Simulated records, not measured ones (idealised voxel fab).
Process module under the name voxel trench capacitor
Square cell edge 5 nm, section width 145 nm, ID cut.
Just so we're on the same page, the cross-sections are grids of square cells, and they're listed out in bands top to bottom, each band one or more rows deep. Band: top and bottom heights (nm) first, top before bottom; then materials from left to right, widths in nm. "all across" marks a sole material filling the band edge to edge. "blank" denotes empty space. Height datum 0, below which the as-received substrate wafer is one material. Lowest band open at the bottom, running downward: "from 0 down". The width entry "30..40" should be interpreted row by row: the top row of cells in the band takes the first number, the bottom row takes the second number, and the change between adjacent rows is uniform throughout. For the purposes of this document, the phrase "remains unaltered" attached to a step denotes that no cell within the cross-section was modified by that step. Listed in "Trapped cavities": every empty space of 8 or more cells without an open way to the top. Form: width x height at distance, the distance being from the left edge, all in nm. Past the settings on a step's line: simulator remark, on that step. overlay nm: where the mask lay relative to plan, measured to the right, on steps with a mask; negatives go left.

This section lists the process steps that were planned:
1,RECEIVE [material Si]
2,CONFORMAL_DEP [material SiN] [thk nm 10]
3,MASKED_ETCH [tone open] [mask id TRENCH] [width nm 30] [pitch nm 45] [etch materials SiN] [depth nm 10] [overlay nm 0]
4,MASKED_ETCH [tone open] [mask id TRENCH] [width nm 30] [pitch nm 45] [etch materials Si] [depth nm 40] [overlay nm 0]
5,CONFORMAL_DEP [material HfO2] [thk nm 5]
6,CONFORMAL_DEP [material TiN] [thk nm 5]
7,FILL_DEP [material W] [thk nm 10]
8,CMP [height nm 10]

Cross-section of the wafer at receipt, which is the condition after step 1:
  from 0 down | Si all across
  Trapped cavities: none

One mistake in running the module, otherwise start and plan as above: cross-section at the end:
  from 10 to 0 | 35 of SiN / 5 of TiN / 20 of W / 5 of TiN / 15 of SiN / 5 of TiN / 20 of W / 5 of TiN / 35 of SiN
  from 0 to -35 | 35 of Si / 5 of TiN / 20 of W / 5 of TiN / 15 of Si / 5 of TiN / 20 of W / 5 of TiN / 35 of Si
  from -35 to -40 | 35 of Si / 30 of TiN / 15 of Si / 30 of TiN / 35 of Si
  from -40 down | Si all across
  Trapped cavities: none
Diagnosis: step 5 of the plan did not run at all; it was left out
